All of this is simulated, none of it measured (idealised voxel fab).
Herein follows the process module entitled voxel transistor to metal.
For reference, the cross-section in this document is cut, with width 210 nm and square cells of 5 nm.
Heads up, the way a cross-section reads in here is a grid of square cells, handed over as bands from the top down, with every band being one or more rows of cells. Top, bottom (nm), then materials left to right with widths (nm); lone material tagged "everywhere" fills the whole band edge to edge; "blank" = empty space. Below 0: as-received wafer, all one material; heights counted from there. Lowest band: no bottom, goes on down, written "top 0, no bottom". Note: "30 to 40" means the width goes from the first number (top row of the band) to the second number (bottom row) in equal steps per row of cells. Reading "no modification" for a step: not a cell of the cross-section changed in it. "Enclosed voids" specifies each empty space that is not open to the top and that occupies no fewer than 8 cells, using the form width x height at distance, the distance measured from the left edge and all three quantities in nm. Note: text after step settings on the step line = simulator remark on that step. overlay nm: mask right of planned place by this much (step with mask). Neg. = left.
[Process steps - plan]
step 1: RECEIVE,material Si
step 2: CONFORMAL_DEP,material SiO2,thk nm 5
step 3: CONFORMAL_DEP,material SiN,thk nm 15
step 4: MASKED_ETCH,tone cover,mask id ACTIVE,width nm 120,etch materials SiN,depth nm 15,overlay nm 0
step 5: MASKED_ETCH,tone cover,mask id ACTIVE,width nm 120,etch materials SiO2,depth nm 5,overlay nm 0
step 6: MASKED_ETCH,tone cover,mask id ACTIVE,width nm 120,etch materials Si,depth nm 35,overlay nm 0
step 7: FILL_DEP,material SiO2,thk nm 10
step 8: CMP,height nm 20
step 9: SELECTIVE_ETCH,etch materials SiO2,depth nm 5
step 10: STRIP,etch materials SiN
step 11: SELECTIVE_ETCH,etch materials SiO2,depth nm 5
step 12: OXIDIZE,depth nm 5
step 13: DIRECTIONAL_DEP,material polySi,thk nm 25
step 14: DIRECTIONAL_DEP,material SiCN,thk nm 15
step 15: MASKED_ETCH,tone cover,mask id GATE,width nm 30,etch materials SiCN,depth nm 25,overlay nm 0
step 16: MASKED_ETCH,tone cover,mask id GATE,width nm 30,etch materials polySi,depth nm 35,overlay nm 0
step 17: CONFORMAL_DEP,material SiN,thk nm 10
step 18: DIRECTIONAL_ETCH,etch materials SiN,depth nm 10
step 19: DIRECTIONAL_ETCH,etch materials SiO2,depth nm 5
step 20: EPI,material SiGe,thk nm 5
step 21: FILL_DEP,material SiO2,thk nm 10
step 22: CMP,height nm 25
step 23: STRIP,etch materials polySi
step 24: SELECTIVE_ETCH,etch materials SiO2,depth nm 5
step 25: CONFORMAL_DEP,material HfO2,thk nm 5
step 26: CONFORMAL_DEP,material TiN,thk nm 5
step 27: FILL_DEP,material W,thk nm 10
step 28: CMP,height nm 20
step 29: DIRECTIONAL_DEP,material SiO2,thk nm 15
step 30: PATTERN,tone open,mask id CONTACT,material resist,width nm 15,pitch nm 85,thk nm 15,overlay nm 0
step 31: DIRECTIONAL_ETCH,etch materials SiO2,depth nm 35
step 32: STRIP,etch materials resist
step 33: CONFORMAL_DEP,material TiN,thk nm 5
step 34: FILL_DEP,material W,thk nm 5
step 35: CMP,height nm 35
step 36: CONFORMAL_DEP,material SiCN,thk nm 5
step 37: DIRECTIONAL_DEP,material SiO2,thk nm 15
step 38: MASKED_ETCH,tone open,mask id METAL_1,width nm 15,pitch nm 85,etch materials SiO2,depth nm 15,overlay nm 0
step 39: MASKED_ETCH,tone open,mask id METAL_1,width nm 15,pitch nm 85,etch materials SiCN,depth nm 5,overlay nm 0
step 40: CONFORMAL_DEP,material TiN,thk nm 5
step 41: FILL_DEP,material Cu,thk nm 10
step 42: CMP,height nm 55
step 43: CONFORMAL_DEP,material SiCN,thk nm 5
step 44: DIRECTIONAL_DEP,material SiO2,thk nm 30
step 45: DIRECTIONAL_DEP,material aC,thk nm 15
step 46: PATTERN,tone open,mask id METAL_2,material resist,width nm 15,pitch nm 85,thk nm 35,overlay nm 0
step 47: DIRECTIONAL_ETCH,etch materials aC,depth nm 15
step 48: STRIP,etch materials resist
step 49: DIRECTIONAL_ETCH,etch materials SiO2,depth nm 15
step 50: STRIP,etch materials aC
step 51: PATTERN,tone open,mask id METAL_2_HOLES,material resist,width nm 15,pitch nm 85,thk nm 20,overlay nm 0
step 52: DIRECTIONAL_ETCH,etch materials SiO2,depth nm 15
step 53: DIRECTIONAL_ETCH,etch materials SiCN,depth nm 5
step 54: STRIP,etch materials resist
step 55: CONFORMAL_DEP,material TiN,thk nm 5
step 56: FILL_DEP,material Cu,thk nm 10
step 57: CMP,height nm 90
step 58: CONFORMAL_DEP,material SiN,thk nm 5
[Wafer as received: cross-section following step 1]
- top 0, no bottom  Si everywhere
- Enclosed voids: none
[Cross-section taken at module completion on the first of two wafers; processed per the plan]
- top 95, bottom 90  SiN everywhere
- top 90, bottom 60  SiO2: 55, TiN: 5, Cu: 5, TiN: 5, SiO2: 70, TiN: 5, Cu: 5, TiN: 5, SiO2: 55
- top 60, bottom 55  SiCN: 55, TiN: 15, SiCN: 70, TiN: 15, SiCN: 55
- top 55, bottom 40  SiO2: 55, TiN: 5, Cu: 5, TiN: 5, SiO2: 70, TiN: 5, Cu: 5, TiN: 5, SiO2: 55
- top 40, bottom 35  SiCN: 55, TiN: 15, SiCN: 70, TiN: 15, SiCN: 55
- top 35, bottom 20  SiO2: 55, TiN: 5, W: 5, TiN: 5, SiO2: 70, TiN: 5, W: 5, TiN: 5, SiO2: 55
- top 20, bottom 10  SiO2: 55, TiN: 5, W: 5, TiN: 5, SiO2: 10, SiN: 10, HfO2: 5, TiN: 5, W: 10, TiN: 5, HfO2: 5, SiN: 10, SiO2: 10, TiN: 5, W: 5, TiN: 5, SiO2: 55
- top 10, bottom 5  SiO2: 40, SiN: 10, SiO2: 5, TiN: 5, W: 5, TiN: 5, SiO2: 10, SiN: 10, HfO2: 5, TiN: 5, W: 10, TiN: 5, HfO2: 5, SiN: 10, SiO2: 10, TiN: 5, W: 5, TiN: 5, SiO2: 5, SiN: 10, SiO2: 40
- top 5, bottom 0  SiO2: 40, SiN: 10, SiO2: 5, TiN: 15, SiO2: 10, SiN: 10, HfO2: 5, TiN: 20, HfO2: 5, SiN: 10, SiO2: 10, TiN: 15, SiO2: 5, SiN: 10, SiO2: 40
- top 0, bottom -5  SiO2: 50, SiGe: 30, SiO2: 5, HfO2: 40, SiO2: 5, SiGe: 30, SiO2: 50
- top -5, bottom -35  SiO2: 45, Si: 120, SiO2: 45
- top -35, no bottom  Si everywhere
- Enclosed voids: none
[Module end: cross-section of wafer two of two. Same start and process plan as the first wafer. One mistake during execution]
- top 95, bottom 90  SiN everywhere
- top 90, bottom 60  SiO2: 55, TiN: 5, Cu: 5, TiN: 5, SiO2: 70, TiN: 5, Cu: 5, TiN: 5, SiO2: 55
- top 60, bottom 55  SiCN: 55, TiN: 15, SiCN: 70, TiN: 15, SiCN: 55
- top 55, bottom 45  SiO2: 55, TiN: 5, Cu: 5, TiN: 5, SiO2: 70, TiN: 5, Cu: 5, TiN: 5, SiO2: 55
- top 45, bottom 40  SiO2: 55, TiN: 15, SiO2: 70, TiN: 15, SiO2: 55
- top 40, bottom 35  SiCN: 65, TiN: 5, SiCN: 80, TiN: 5, SiCN: 55
- top 35, bottom 20  SiO2: 55, TiN: 5, W: 5, TiN: 5, SiO2: 70, TiN: 5, W: 5, TiN: 5, SiO2: 55
- top 20, bottom 10  SiO2: 55, TiN: 5, W: 5, TiN: 5, SiO2: 10, SiN: 10, HfO2: 5, TiN: 5, W: 10, TiN: 5, HfO2: 5, SiN: 10, SiO2: 10, TiN: 5, W: 5, TiN: 5, SiO2: 55
- top 10, bottom 5  SiO2: 40, SiN: 10, SiO2: 5, TiN: 5, W: 5, TiN: 5, SiO2: 10, SiN: 10, HfO2: 5, TiN: 5, W: 10, TiN: 5, HfO2: 5, SiN: 10, SiO2: 10, TiN: 5, W: 5, TiN: 5, SiO2: 5, SiN: 10, SiO2: 40
- top 5, bottom 0  SiO2: 40, SiN: 10, SiO2: 5, TiN: 15, SiO2: 10, SiN: 10, HfO2: 5, TiN: 20, HfO2: 5, SiN: 10, SiO2: 10, TiN: 15, SiO2: 5, SiN: 10, SiO2: 40
- top 0, bottom -5  SiO2: 50, SiGe: 30, SiO2: 5, HfO2: 40, SiO2: 5, SiGe: 30, SiO2: 50
- top -5, bottom -35  SiO2: 45, Si: 120, SiO2: 45
- top -35, no bottom  Si everywhere
- Enclosed voids: none
Deviation noted in wafer processing: not per plan at step 39, really ran MASKED_ETCH,tone open,mask id METAL_1,width nm 15,pitch nm 85,etch materials SiCN,depth nm 5,overlay nm 10
at the end the second wafer has, in cells: 2 fewer of Cu, 4 more of SiCN, 2 fewer of TiN
